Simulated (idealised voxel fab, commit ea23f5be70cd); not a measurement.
process module | voxel self aligned contacts
cross-section cut | 225 nm wide | cells 5 nm
A cross-section is a grid of square cells, given in bands from the top down. A band is one or more rows of cells.
Each band's line starts with the height of the band's top and of its bottom, in nm. Then come its materials from left to right, each with its width in nm. One material with "throughout" fills the band from edge to edge. "air" is empty space.
Height 0 is the level under which the wafer as received is all one material. The lowest band goes on downwards, as in "0 down".
A width such as "30 to 40" changes by the same amount from each row of cells to the next, from the band's top row to its bottom row.
"no change" after a step means that no cell of the cross-section changed.
closed voids: empty space of 8 cells or more with no open way to the top, each as width x height at its distance from the left edge, in nm
after a step's settings: what the simulator itself notes on the step
overlay nm, on a step with a mask: how far to the right of its planned place the mask lay; to the left if negative
plan
1 op RECEIVE | material Si
2 op OXIDIZE | depth nm 5
3 op DIRECTIONAL_DEP | material polySi | thk nm 30
4 op DIRECTIONAL_DEP | material SiN | thk nm 20
5 op PATTERN | tone cover | mask id GATE | material resist | width nm 35 | pitch nm 70 | thk nm 20 | overlay nm 0
6 op DIRECTIONAL_ETCH | etch materials SiN | depth nm 20
7 op DIRECTIONAL_ETCH | etch materials polySi | depth nm 30
8 op STRIP | etch materials resist
9 op CONFORMAL_DEP | material SiN | thk nm 5
10 op DIRECTIONAL_ETCH | etch materials SiN | depth nm 5
11 op FILL_DEP | material SiO2 | thk nm 20
12 op CMP | height nm 60
13 op DIRECTIONAL_DEP | material aC | thk nm 10
14 op PATTERN | tone open | mask id CONTACT | material resist | width nm 55 | pitch nm 70 | thk nm 25 | overlay nm 0
15 op DIRECTIONAL_ETCH | etch materials aC | depth nm 10
16 op STRIP | etch materials resist
17 op DIRECTIONAL_ETCH | etch materials SiO2 | depth nm 65
18 op STRIP | etch materials aC
19 op CONFORMAL_DEP | material TiN | thk nm 5
20 op FILL_DEP | material W | thk nm 5
21 op CMP | height nm 60
22 op CONFORMAL_DEP | material SiN | thk nm 5
first wafer, as planned
as received, after step 1
  0 down: Si throughout
  closed voids: none
after step 2
  0 to -5: SiO2 throughout
  below -5: unchanged
after step 3
  30 to 0: polySi throughout
  below 0: unchanged
after step 4
  50 to 30: SiN throughout
  below 30: unchanged
after step 5
  70 to 50: air 25 | resist 35 | air 35 | resist 35 | air 35 | resist 35 | air 25
  below 50: unchanged
after step 6
  70 to 50: air 25 | resist 35 | air 35 | resist 35 | air 35 | resist 35 | air 25
  50 to 30: air 25 | SiN 35 | air 35 | SiN 35 | air 35 | SiN 35 | air 25
  below 30: unchanged
after step 7
  70 to 50: air 25 | resist 35 | air 35 | resist 35 | air 35 | resist 35 | air 25
  50 to 30: air 25 | SiN 35 | air 35 | SiN 35 | air 35 | SiN 35 | air 25
  30 to 0: air 25 | polySi 35 | air 35 | polySi 35 | air 35 | polySi 35 | air 25
  below 0: unchanged
after step 8
  50 to 30: air 25 | SiN 35 | air 35 | SiN 35 | air 35 | SiN 35 | air 25
  below 30: unchanged
after step 9
  55 to 30: air 20 | SiN 45 | air 25 | SiN 45 | air 25 | SiN 45 | air 20
  30 to 5: air 20 | SiN 5 | polySi 35 | SiN 5 | air 25 | SiN 5 | polySi 35 | SiN 5 | air 25 | SiN 5 | polySi 35 | SiN 5 | air 20
  5 to 0: SiN 25 | polySi 35 | SiN 35 | polySi 35 | SiN 35 | polySi 35 | SiN 25
  below 0: unchanged
after step 10
  50 to 30: air 20 | SiN 45 | air 25 | SiN 45 | air 25 | SiN 45 | air 20
  30 to 0: air 20 | SiN 5 | polySi 35 | SiN 5 | air 25 | SiN 5 | polySi 35 | SiN 5 | air 25 | SiN 5 | polySi 35 | SiN 5 | air 20
  below 0: unchanged
after step 11
  70 to 50: SiO2 throughout
  50 to 30: SiO2 20 | SiN 45 | SiO2 25 | SiN 45 | SiO2 25 | SiN 45 | SiO2 20
  30 to 0: SiO2 20 | SiN 5 | polySi 35 | SiN 5 | SiO2 25 | SiN 5 | polySi 35 | SiN 5 | SiO2 25 | SiN 5 | polySi 35 | SiN 5 | SiO2 20
  below 0: unchanged
after step 12
  60 to 50: SiO2 throughout
  below 50: unchanged
after step 13
  70 to 60: aC throughout
  below 60: unchanged
after step 14
  95 to 70: resist 50 | air 55 | resist 15 | air 55 | resist 50
  below 70: unchanged
after step 15
  85 to 70: resist 50 | air 55 | resist 15 | air 55 | resist 50
  70 to 60: aC 50 | air 55 | aC 15 | air 55 | aC 50
  below 60: unchanged
after step 16
  70 to 60: aC 50 | air 55 | aC 15 | air 55 | aC 50
  below 60: unchanged
after step 17
  70 to 60: aC 50 | air 55 | aC 15 | air 55 | aC 50
  60 to 50: SiO2 50 | air 55 | SiO2 15 | air 55 | SiO2 50
  50 to 30: SiO2 20 | SiN 45 | air 25 | SiN 45 | air 25 | SiN 45 | SiO2 20
  30 to 0: SiO2 20 | SiN 5 | polySi 35 | SiN 5 | air 25 | SiN 5 | polySi 35 | SiN 5 | air 25 | SiN 5 | polySi 35 | SiN 5 | SiO2 20
  0 to -5: SiO2 65 | air 25 | SiO2 45 | air 25 | SiO2 65
  below -5: unchanged
after step 18
  60 to 50: SiO2 50 | air 55 | SiO2 15 | air 55 | SiO2 50
  below 50: unchanged
after step 19
  65 to 60: TiN 55 | air 45 | TiN 25 | air 45 | TiN 55
  60 to 50: SiO2 50 | TiN 5 to 20 | air 45 to 15 | TiN 5 to 20 | SiO2 15 | TiN 5 to 20 | air 45 to 15 | TiN 5 to 20 | SiO2 50
  50 to 30: SiO2 20 | SiN 45 | TiN 5 | air 15 | TiN 5 | SiN 45 | TiN 5 | air 15 | TiN 5 | SiN 45 | SiO2 20
  30 to 0: SiO2 20 | SiN 5 | polySi 35 | SiN 5 | TiN 5 | air 15 | TiN 5 | SiN 5 | polySi 35 | SiN 5 | TiN 5 | air 15 | TiN 5 | SiN 5 | polySi 35 | SiN 5 | SiO2 20
  0 to -5: SiO2 65 | TiN 25 | SiO2 45 | TiN 25 | SiO2 65
  below -5: unchanged
after step 20
  70 to 65: W throughout
  65 to 60: TiN 55 | W 45 | TiN 25 | W 45 | TiN 55
  60 to 50: SiO2 50 | TiN 5 to 20 | W 45 to 15 | TiN 5 to 20 | SiO2 15 | TiN 5 to 20 | W 45 to 15 | TiN 5 to 20 | SiO2 50
  50 to 30: SiO2 20 | SiN 45 | TiN 5 | W 15 | TiN 5 | SiN 45 | TiN 5 | W 15 | TiN 5 | SiN 45 | SiO2 20
  30 to 0: SiO2 20 | SiN 5 | polySi 35 | SiN 5 | TiN 5 | W 15 | TiN 5 | SiN 5 | polySi 35 | SiN 5 | TiN 5 | W 15 | TiN 5 | SiN 5 | polySi 35 | SiN 5 | SiO2 20
  below 0: unchanged
after step 21
  60 to 50: SiO2 50 | TiN 5 to 20 | W 45 to 15 | TiN 5 to 20 | SiO2 15 | TiN 5 to 20 | W 45 to 15 | TiN 5 to 20 | SiO2 50
  below 50: unchanged
after step 22
  65 to 60: SiN throughout
  below 60: unchanged
second wafer: like start, like plan, one mistake. Through step 1 it matches the first wafer
when step 2 should have ended
  30 to 0: polySi throughout
  below 0: unchanged
when step 3 should have ended
  30 to 25: SiO2 throughout
  below 25: unchanged
when step 4 should have ended
  50 to 30: SiN throughout
  below 30: unchanged
when step 5 should have ended
  70 to 50: air 25 | resist 35 | air 35 | resist 35 | air 35 | resist 35 | air 25
  below 50: unchanged
when step 6 should have ended
  70 to 50: air 25 | resist 35 | air 35 | resist 35 | air 35 | resist 35 | air 25
  50 to 30: air 25 | SiN 35 | air 35 | SiN 35 | air 35 | SiN 35 | air 25
  below 30: unchanged
when step 7 should have ended: no change
when step 8 should have ended
  50 to 30: air 25 | SiN 35 | air 35 | SiN 35 | air 35 | SiN 35 | air 25
  below 30: unchanged
when step 9 should have ended
  55 to 35: air 20 | SiN 45 | air 25 | SiN 45 | air 25 | SiN 45 | air 20
  35 to 30: SiN throughout
  below 30: unchanged
when step 10 should have ended
  50 to 30: air 20 | SiN 45 | air 25 | SiN 45 | air 25 | SiN 45 | air 20
  below 30: unchanged
when step 11 should have ended
  70 to 50: SiO2 throughout
  50 to 30: SiO2 20 | SiN 45 | SiO2 25 | SiN 45 | SiO2 25 | SiN 45 | SiO2 20
  below 30: unchanged
when step 12 should have ended
  60 to 50: SiO2 throughout
  below 50: unchanged
when step 13 should have ended
  70 to 60: aC throughout
  below 60: unchanged
when step 14 should have ended
  95 to 70: resist 50 | air 55 | resist 15 | air 55 | resist 50
  below 70: unchanged
when step 15 should have ended
  85 to 70: resist 50 | air 55 | resist 15 | air 55 | resist 50
  70 to 60: aC 50 | air 55 | aC 15 | air 55 | aC 50
  below 60: unchanged
when step 16 should have ended
  70 to 60: aC 50 | air 55 | aC 15 | air 55 | aC 50
  below 60: unchanged
when step 17 should have ended
  70 to 60: aC 50 | air 55 | aC 15 | air 55 | aC 50
  60 to 50: SiO2 50 | air 55 | SiO2 15 | air 55 | SiO2 50
  50 to 30: SiO2 20 | SiN 45 | air 25 | SiN 45 | air 25 | SiN 45 | SiO2 20
  30 to 25: SiO2 65 | air 25 | SiO2 45 | air 25 | SiO2 65
  below 25: unchanged
when step 18 should have ended
  60 to 50: SiO2 50 | air 55 | SiO2 15 | air 55 | SiO2 50
  below 50: unchanged
when step 19 should have ended
  65 to 60: TiN 55 | air 45 | TiN 25 | air 45 | TiN 55
  60 to 50: SiO2 50 | TiN 5 to 20 | air 45 to 15 | TiN 5 to 20 | SiO2 15 | TiN 5 to 20 | air 45 to 15 | TiN 5 to 20 | SiO2 50
  50 to 30: SiO2 20 | SiN 45 | TiN 5 | air 15 | TiN 5 | SiN 45 | TiN 5 | air 15 | TiN 5 | SiN 45 | SiO2 20
  30 to 25: SiO2 65 | TiN 25 | SiO2 45 | TiN 25 | SiO2 65
  below 25: unchanged
when step 20 should have ended
  70 to 65: W throughout
  65 to 60: TiN 55 | W 45 | TiN 25 | W 45 | TiN 55
  60 to 50: SiO2 50 | TiN 5 to 20 | W 45 to 15 | TiN 5 to 20 | SiO2 15 | TiN 5 to 20 | W 45 to 15 | TiN 5 to 20 | SiO2 50
  50 to 30: SiO2 20 | SiN 45 | TiN 5 | W 15 | TiN 5 | SiN 45 | TiN 5 | W 15 | TiN 5 | SiN 45 | SiO2 20
  below 30: unchanged
when step 21 should have ended
  60 to 50: SiO2 50 | TiN 5 to 20 | W 45 to 15 | TiN 5 to 20 | SiO2 15 | TiN 5 to 20 | W 45 to 15 | TiN 5 to 20 | SiO2 50
  below 50: unchanged
when step 22 should have ended
  65 to 60: SiN throughout
  below 60: unchanged
what went wrong: steps 2 and 3 were swapped
at the end the second wafer has, in cells: 45 more of Si | 36 fewer of SiN | 48 fewer of SiO2 | 24 fewer of TiN | 36 fewer of W | 99 more of polySi
